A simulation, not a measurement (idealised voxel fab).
Process module heading - voxel local oxidation
We display cut, a cross-section 235 nm in width whose square cells are each 5 nm.
Reading order for cross-sections: top band down to bottom band. Underlying form: a grid of square cells. Band size: one or more rows of cells.
What a band's entry tells you: where the top is and where the bottom is, as heights in nm, and after that what lies inside, material by material from left to right, each with its width in nm. Empty space is written as the word "empty", and a single material marked with the word "throughout" occupies the band from edge to edge.
Height datum 0, below which the as-received substrate wafer is one material. Lowest band open at the bottom, running downward: "0..down".
The notation "30 to 40" denotes a width that varies across the rows of cells in the band, beginning at the first number in the top row, finishing at the second number in the bottom row, and changing by an identical amount from each row to the next.
For the purposes of this document, the phrase "changes: none" attached to a step denotes that no cell within the cross-section was modified by that step.
Closed-off voids of 8+ cells (no open route to the top) go in "Completely enclosed voids", written width x height at distance from the left edge, in nm.
It should be noted that, on the line of a given step, the content following the step's settings is a remark produced by the simulator itself with respect to that step.
"overlay nm" on a masked step: distance the mask lay right of its planned place, negative for left.
Layout of what follows: cross-section pairs, each bracketing one process step, the after cross-section shown only to the lowest band that changed, the step between and its settings noted under each pair. Pairs may originate in different runs of this module on the same starting wafer; a pair continues from the pair above only where its entry headed "Pre-step" says so.

Pre-step
* 0..down = Si throughout
* Completely enclosed voids: none

Structure After Step
* 0..-5 = SiO2 throughout
* At heights below -5, the structure remains unaltered.
* Completely enclosed voids: none
Between the two cross-sections shown above, the process step is OXIDIZE [depth nm 5]

Pre-step: see preceding pair, after cross-section.

Structure After Step
* 15..0 = SiN throughout
* At heights below 0, the structure remains unaltered.
* Completely enclosed voids: none
Between the two cross-sections shown above, the process step is CONFORMAL_DEP [material SiN] [thk nm 15]

Pre-step: see preceding pair, after cross-section.

Structure After Step
* 35..15 = empty (50) / resist (130) / empty (55)
* At heights below 15, the structure remains unaltered.
* Completely enclosed voids: none
Between the two cross-sections shown above, the process step is PATTERN [tone cover] [mask id ACTIVE] [material resist] [width nm 130] [thk nm 20] [overlay nm 0]

Pre-step: see preceding pair, after cross-section.

Structure After Step
* 35..15 = empty (50) / resist (130) / empty (55)
* 15..0 = empty (50) / SiN (130) / empty (55)
* At heights below 0, the structure remains unaltered.
* Completely enclosed voids: none
Between the two cross-sections shown above, the process step is DIRECTIONAL_ETCH [etch materials SiN] [depth nm 15]

Pre-step: see preceding pair, after cross-section.

Structure After Step
* 15..0 = empty (50) / SiN (130) / empty (55)
* At heights below 0, the structure remains unaltered.
* Completely enclosed voids: none
Between the two cross-sections shown above, the process step is STRIP [etch materials resist]

Pre-step: see preceding pair, after cross-section.

Structure After Step
* 15..0 = empty (50) / SiN (130) / empty (55)
* 0..-5 = empty (55) / SiO2 (120) / empty (60)
* At heights below -5, the structure remains unaltered.
* Completely enclosed voids: none
Between the two cross-sections shown above, the process step is SELECTIVE_ETCH [etch materials SiO2] [depth nm 5]

Pre-step: see preceding pair, after cross-section.

Structure After Step
* 15..0 = empty (50) / SiN (130) / empty (55)
* 0..-5 = empty (55) / SiO2 (120) / empty (60)
* -5..-15 = SiO2 (65) / Si (100) / SiO2 (70)
* At heights below -15, the structure remains unaltered.
* Completely enclosed voids: none
Between the two cross-sections shown above, the process step is OXIDIZE [depth nm 10]

Pre-step: see preceding pair, after cross-section.

Structure After Step
* 0..-5 = empty (55) / SiO2 (120) / empty (60)
* At heights below -5, the structure remains unaltered.
* Completely enclosed voids: none
Between the two cross-sections shown above, the process step is STRIP [etch materials SiN]

Pre-step
* 35..15 = empty (50) / resist (130) / empty (55)
* 15..0 = empty (50) / SiN (130) / empty (55)
* 0..-5 = SiO2 throughout
* -5..down = Si throughout
* Completely enclosed voids: none

Structure After Step
* 35..15 = empty (50) / resist (130) / empty (55)
* 15..0 = empty (50) / SiN (130) / empty (55)
* 0..-5 = empty (55) / SiO2 (120) / empty (60)
* At heights below -5, the structure remains unaltered.
* Completely enclosed voids: none
Between the two cross-sections shown above, the process step is SELECTIVE_ETCH [etch materials SiO2] [depth nm 5]

Pre-step: see preceding pair, after cross-section.

Structure After Step
* 15..0 = empty (50) / SiN (130) / empty (55)
* At heights below 0, the structure remains unaltered.
* Completely enclosed voids: none
Between the two cross-sections shown above, the process step is STRIP [etch materials resist]

Pre-step
* 0..down = Si throughout
* Completely enclosed voids: none

Structure After Step
* 0..-15 = SiO2 throughout
* At heights below -15, the structure remains unaltered.
* Completely enclosed voids: none
Between the two cross-sections shown above, the process step is OXIDIZE [depth nm 15]

Pre-step: see preceding pair, after cross-section.

Structure After Step
* 15..0 = SiN throughout
* At heights below 0, the structure remains unaltered.
* Completely enclosed voids: none
Between the two cross-sections shown above, the process step is CONFORMAL_DEP [material SiN] [thk nm 15]

Pre-step: see preceding pair, after cross-section.

Structure After Step
* 35..15 = empty (50) / resist (130) / empty (55)
* At heights below 15, the structure remains unaltered.
* Completely enclosed voids: none
Between the two cross-sections shown above, the process step is PATTERN [tone cover] [mask id ACTIVE] [material resist] [width nm 130] [thk nm 20] [overlay nm 0]

Pre-step: see preceding pair, after cross-section.

Structure After Step
* 35..15 = empty (50) / resist (130) / empty (55)
* 15..0 = empty (50) / SiN (130) / empty (55)
* At heights below 0, the structure remains unaltered.
* Completely enclosed voids: none
Between the two cross-sections shown above, the process step is DIRECTIONAL_ETCH [etch materials SiN] [depth nm 15]

Pre-step: see preceding pair, after cross-section.

Structure After Step
* 15..0 = empty (50) / SiN (130) / empty (55)
* At heights below 0, the structure remains unaltered.
* Completely enclosed voids: none
Between the two cross-sections shown above, the process step is STRIP [etch materials resist]

Pre-step: see preceding pair, after cross-section.

Structure After Step
* 15..0 = empty (50) / SiN (130) / empty (55)
* 0..-5 = empty (55) / SiO2 (120) / empty (60)
* At heights below -5, the structure remains unaltered.
* Completely enclosed voids: none
Between the two cross-sections shown above, the process step is SELECTIVE_ETCH [etch materials SiO2] [depth nm 5]

Pre-step: see preceding pair, after cross-section.

Structure After Step
* 0..-5 = empty (55) / SiO2 (120) / empty (60)
* At heights below -5, the structure remains unaltered.
* Completely enclosed voids: none
Between the two cross-sections shown above, the process step is STRIP [etch materials SiN]

Pre-step
* 15..0 = SiN throughout
* 0..-5 = SiO2 throughout
* -5..down = Si throughout
* Completely enclosed voids: none

Structure After Step
* 35..15 = empty (50) / resist (135) / empty (50)
* At heights below 15, the structure remains unaltered.
* Completely enclosed voids: none
Between the two cross-sections shown above, the process step is PATTERN [tone cover] [mask id ACTIVE] [material resist] [width nm 135] [thk nm 20] [overlay nm 0]

Pre-step: see preceding pair, after cross-section.

Structure After Step
* 35..15 = empty (50) / resist (135) / empty (50)
* 15..0 = empty (50) / SiN (135) / empty (50)
* At heights below 0, the structure remains unaltered.
* Completely enclosed voids: none
Between the two cross-sections shown above, the process step is DIRECTIONAL_ETCH [etch materials SiN] [depth nm 15]

Pre-step: see preceding pair, after cross-section.

Structure After Step
* 15..0 = empty (50) / SiN (135) / empty (50)
* At heights below 0, the structure remains unaltered.
* Completely enclosed voids: none
Between the two cross-sections shown above, the process step is STRIP [etch materials resist]

Pre-step: see preceding pair, after cross-section.

Structure After Step
* 15..0 = empty (50) / SiN (135) / empty (50)
* 0..-5 = empty (55) / SiO2 (125) / empty (55)
* At heights below -5, the structure remains unaltered.
* Completely enclosed voids: none
Between the two cross-sections shown above, the process step is SELECTIVE_ETCH [etch materials SiO2] [depth nm 5]

Pre-step: see preceding pair, after cross-section.

Structure After Step
* 15..0 = empty (50) / SiN (135) / empty (50)
* 0..-5 = empty (55) / SiO2 (125) / empty (55)
* -5..-15 = SiO2 (65) / Si (105) / SiO2 (65)
* At heights below -15, the structure remains unaltered.
* Completely enclosed voids: none
Between the two cross-sections shown above, the process step is OXIDIZE [depth nm 10]

Pre-step: see preceding pair, after cross-section.

Structure After Step
* 0..-5 = empty (55) / SiO2 (125) / empty (55)
* At heights below -5, the structure remains unaltered.
* Completely enclosed voids: none
Between the two cross-sections shown above, the process step is STRIP [etch materials SiN]

Pre-step
* 15..0 = SiN throughout
* 0..-5 = SiO2 throughout
* -5..down = Si throughout
* Completely enclosed voids: none

Structure After Step
* 35..15 = empty (55) / resist (130) / empty (50)
* At heights below 15, the structure remains unaltered.
* Completely enclosed voids: none
Between the two cross-sections shown above, the process step is PATTERN [tone cover] [mask id ACTIVE] [material resist] [width nm 130] [thk nm 20] [overlay nm 5]

Pre-step: see preceding pair, after cross-section.

Structure After Step
* 35..15 = empty (55) / resist (130) / empty (50)
* 15..0 = empty (55) / SiN (130) / empty (50)
* At heights below 0, the structure remains unaltered.
* Completely enclosed voids: none
Between the two cross-sections shown above, the process step is DIRECTIONAL_ETCH [etch materials SiN] [depth nm 15]

Pre-step: see preceding pair, after cross-section.

Structure After Step
* 15..0 = empty (55) / SiN (130) / empty (50)
* At heights below 0, the structure remains unaltered.
* Completely enclosed voids: none
Between the two cross-sections shown above, the process step is STRIP [etch materials resist]

Pre-step: see preceding pair, after cross-section.

Structure After Step
* 15..0 = empty (55) / SiN (130) / empty (50)
* 0..-5 = empty (60) / SiO2 (120) / empty (55)
* At heights below -5, the structure remains unaltered.
* Completely enclosed voids: none
Between the two cross-sections shown above, the process step is SELECTIVE_ETCH [etch materials SiO2] [depth nm 5]

Pre-step: see preceding pair, after cross-section.

Structure After Step
* 15..0 = empty (55) / SiN (130) / empty (50)
* 0..-5 = empty (60) / SiO2 (120) / empty (55)
* -5..-15 = SiO2 (70) / Si (100) / SiO2 (65)
* At heights below -15, the structure remains unaltered.
* Completely enclosed voids: none
Between the two cross-sections shown above, the process step is OXIDIZE [depth nm 10]

Pre-step: see preceding pair, after cross-section.

Structure After Step
* 0..-5 = empty (60) / SiO2 (120) / empty (55)
* At heights below -5, the structure remains unaltered.
* Completely enclosed voids: none
Between the two cross-sections shown above, the process step is STRIP [etch materials SiN]

Pre-step
* 0..-5 = SiO2 throughout
* -5..down = Si throughout
* Completely enclosed voids: none

Structure After Step
* 15..-5 = SiO2 throughout
* At heights below -5, the structure remains unaltered.
* Completely enclosed voids: none
Between the two cross-sections shown above, the process step is CONFORMAL_DEP [material SiO2] [thk nm 15]

Pre-step: see preceding pair, after cross-section.

Structure After Step
* 35..15 = empty (50) / resist (130) / empty (55)
* At heights below 15, the structure remains unaltered.
* Completely enclosed voids: none
Between the two cross-sections shown above, the process step is PATTERN [tone cover] [mask id ACTIVE] [material resist] [width nm 130] [thk nm 20] [overlay nm 0]

Pre-step: see preceding pair, after cross-section.

Structure After Step
* 15..-5 = SiO2 throughout
* At heights below -5, the structure remains unaltered.
* Completely enclosed voids: none
Between the two cross-sections shown above, the process step is STRIP [etch materials resist]

Pre-step: see preceding pair, after cross-section.

Structure After Step
* 10..-5 = SiO2 throughout
* At heights below -5, the structure remains unaltered.
* Completely enclosed voids: none
Between the two cross-sections shown above, the process step is SELECTIVE_ETCH [etch materials SiO2] [depth nm 5]

Pre-step
* 15..0 = SiN throughout
* 0..-5 = SiO2 throughout
* -5..down = Si throughout
* Completely enclosed voids: none

Structure After Step
* 35..15 = resist (50) / empty (130) / resist (55)
* At heights below 15, the structure remains unaltered.
* Completely enclosed voids: none
Between the two cross-sections shown above, the process step is PATTERN [tone open] [mask id ACTIVE] [material resist] [width nm 130] [thk nm 20] [overlay nm 0]

Pre-step: see preceding pair, after cross-section.

Structure After Step
* 35..15 = resist (50) / empty (130) / resist (55)
* 15..0 = SiN (50) / empty (130) / SiN (55)
* At heights below 0, the structure remains unaltered.
* Completely enclosed voids: none
Between the two cross-sections shown above, the process step is DIRECTIONAL_ETCH [etch materials SiN] [depth nm 15]

Pre-step: see preceding pair, after cross-section.

Structure After Step
* 15..0 = SiN (50) / empty (130) / SiN (55)
* At heights below 0, the structure remains unaltered.
* Completely enclosed voids: none
Between the two cross-sections shown above, the process step is STRIP [etch materials resist]

Pre-step: see preceding pair, after cross-section.

Structure After Step
* 15..0 = SiN (50) / empty (130) / SiN (55)
* 0..-5 = SiO2 (45) / empty (140) / SiO2 (50)
* At heights below -5, the structure remains unaltered.
* Completely enclosed voids: none
Between the two cross-sections shown above, the process step is SELECTIVE_ETCH [etch materials SiO2] [depth nm 5]

Pre-step: see preceding pair, after cross-section.

Structure After Step
* 15..0 = SiN (50) / empty (130) / SiN (55)
* 0..-5 = SiO2 (45) / empty (140) / SiO2 (50)
* -5..-15 = Si (35) / SiO2 (160) / Si (40)
* At heights below -15, the structure remains unaltered.
* Completely enclosed voids: none
Between the two cross-sections shown above, the process step is OXIDIZE [depth nm 10]

Pre-step: see preceding pair, after cross-section.

Structure After Step
* 0..-5 = SiO2 (45) / empty (140) / SiO2 (50)
* At heights below -5, the structure remains unaltered.
* Completely enclosed voids: none
Between the two cross-sections shown above, the process step is STRIP [etch materials SiN]
